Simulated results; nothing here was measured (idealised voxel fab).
Process module under the name voxel capacitor over wiring
Cross-section cut: width 205 nm, square cells of 5 nm.
Heads up, the way a cross-section reads in here is a grid of square cells, handed over as bands from the top down, with every band being one or more rows of cells. Band entry format. Leading values: height of top, height of bottom, nm. Remainder: materials in left-to-right order, each with its width in nm. Special words: "edge to edge" on a single material, which then fills the band edge to edge; "blank", empty space. Heads up on the height convention: 0 is the point under which the incoming wafer is all one material, and the lowest band has no bottom, it just keeps going down, like "top 0, no bottom". Think of "30 to 40" as a width that walks from the first number to the second as you go down the band, top row to bottom row, taking equal-sized steps from row to row. A step reported as "everything unchanged" is a step in which no cell of the cross-section changed. Entry "Voids, sealed". Content: empty spaces with no open connection to the top, size 8 cells or greater. Each: width x height at distance. Distance: from left edge. Unit: nm. Read whatever lies past the settings on a step's line as the simulator's own remark about the step. When a step includes a mask, the "overlay nm" setting on its line states how far to the right of its planned place that mask lay, and negative values state how far to the left.

## plan
- 1: RECEIVE,material Si
- 2: CONFORMAL_DEP,material SiO2,thk nm 10
- 3: CONFORMAL_DEP,material SiCN,thk nm 5
- 4: DIRECTIONAL_DEP,material SiO2,thk nm 25
- 5: PATTERN,tone open,mask id METAL_1,material resist,width nm 20,pitch nm 85,thk nm 15,overlay nm 0
- 6: DIRECTIONAL_ETCH,etch materials SiO2,depth nm 25
- 7: DIRECTIONAL_ETCH,etch materials SiCN,depth nm 5
- 8: STRIP,etch materials resist
- 9: CONFORMAL_DEP,material TiN,thk nm 5
- 10: FILL_DEP,material Cu,thk nm 10
- 11: CMP,height nm 40
- 12: CONFORMAL_DEP,material SiCN,thk nm 5
- 13: DIRECTIONAL_DEP,material SiO2,thk nm 20
- 14: DIRECTIONAL_DEP,material aC,thk nm 15
- 15: PATTERN,tone open,mask id PLUG_1,material resist,width nm 15,thk nm 30,overlay nm 0
- 16: DIRECTIONAL_ETCH,etch materials aC,depth nm 15
- 17: STRIP,etch materials resist
- 18: DIRECTIONAL_ETCH,etch materials SiO2,depth nm 20
- 19: DIRECTIONAL_ETCH,etch materials SiCN,depth nm 5
- 20: STRIP,etch materials aC
- 21: EPI,material Ru,thk nm 10
- 22: EPI,material Ru,thk nm 10
- 23: EPI,material Ru,thk nm 5
- 24: DIRECTIONAL_DEP,material TiN,thk nm 5
- 25: DIRECTIONAL_DEP,material Al2O3,thk nm 5
- 26: DIRECTIONAL_DEP,material TiN,thk nm 5
- 27: MASKED_ETCH,tone cover,mask id UPPER_PLATE,width nm 70,etch materials TiN,depth nm 5,overlay nm 0
- 28: MASKED_ETCH,tone cover,mask id UPPER_PLATE,width nm 70,etch materials Al2O3,depth nm 5,overlay nm 0
- 29: MASKED_ETCH,tone cover,mask id LOWER_PLATE,width nm 80,etch materials TiN,depth nm 5,overlay nm 0
- 30: FILL_DEP,material SiO2,thk nm 15
- 31: CMP,height nm 90
- 32: DIRECTIONAL_DEP,material aC,thk nm 15
- 33: PATTERN,tone open,mask id PLUG_2,material resist,width nm 15,thk nm 35,overlay nm 0
- 34: DIRECTIONAL_ETCH,etch materials aC,depth nm 15
- 35: STRIP,etch materials resist
- 36: DIRECTIONAL_ETCH,etch materials SiO2,depth nm 10
- 37: STRIP,etch materials aC
- 38: CONFORMAL_DEP,material TiN,thk nm 5
- 39: FILL_DEP,material Cu,thk nm 5
- 40: CMP,height nm 90
- 41: CONFORMAL_DEP,material SiCN,thk nm 5

## Received-state cross-section, reflecting completion of step 1
top 0, no bottom  Si edge to edge
Voids, sealed: none

## Run as planned - first of the two wafers cross-sectioned at the end of the module
top 95, bottom 90  SiCN edge to edge
top 90, bottom 85  SiO2 65 nm, then TiN 5 nm, then Cu 5 nm, then TiN 5 nm, then SiO2 125 nm
top 85, bottom 75  SiO2 65 to 55 nm, then TiN 15 to 70 nm, then SiO2 125 to 80 nm
top 75, bottom 70  SiO2 55 nm, then Al2O3 70 nm, then SiO2 80 nm
top 70, bottom 65  SiO2 50 nm, then TiN 80 nm, then SiO2 75 nm
top 65, bottom 45  SiO2 55 nm, then Ru 15 nm, then SiO2 135 nm
top 45, bottom 40  SiCN 55 nm, then Ru 15 nm, then SiCN 135 nm
top 40, bottom 15  SiO2 50 nm, then TiN 5 nm, then Cu 10 nm, then TiN 5 nm, then SiO2 65 nm, then TiN 5 nm, then Cu 10 nm, then TiN 5 nm, then SiO2 50 nm
top 15, bottom 10  SiCN 50 nm, then TiN 20 nm, then SiCN 65 nm, then TiN 20 nm, then SiCN 50 nm
top 10, bottom 0  SiO2 edge to edge
top 0, no bottom  Si edge to edge
Voids, sealed: none

## Same start, same plan as the first wafer - but one mistake in the run. Cross-section of the second of the two at the end of the module
top 95, bottom 90  SiCN edge to edge
top 90, bottom 85  SiO2 65 nm, then TiN 5 nm, then Cu 5 nm, then TiN 5 nm, then SiO2 125 nm
top 85, bottom 75  SiO2 65 to 55 nm, then TiN 15 to 70 nm, then SiO2 125 to 80 nm
top 75, bottom 70  SiO2 55 nm, then Al2O3 70 nm, then SiO2 80 nm
top 70, bottom 65  SiCN edge to edge
top 65, bottom 45  SiO2 55 nm, then Ru 15 nm, then SiO2 135 nm
top 45, bottom 40  SiCN 55 nm, then Ru 15 nm, then SiCN 135 nm
top 40, bottom 15  SiO2 50 nm, then TiN 5 nm, then Cu 10 nm, then TiN 5 nm, then SiO2 65 nm, then TiN 5 nm, then Cu 10 nm, then TiN 5 nm, then SiO2 50 nm
top 15, bottom 10  SiCN 50 nm, then TiN 20 nm, then SiCN 65 nm, then TiN 20 nm, then SiCN 50 nm
top 10, bottom 0  SiO2 edge to edge
top 0, no bottom  Si edge to edge
Voids, sealed: none
What was the processing mistake? not per plan at step 24, really ran DIRECTIONAL_DEP,material SiCN,thk nm 5
Per the end-of-run cell counts, the second wafer holds more or fewer of some materials than the first: +41 SiCN | -25 SiO2 | -16 TiN
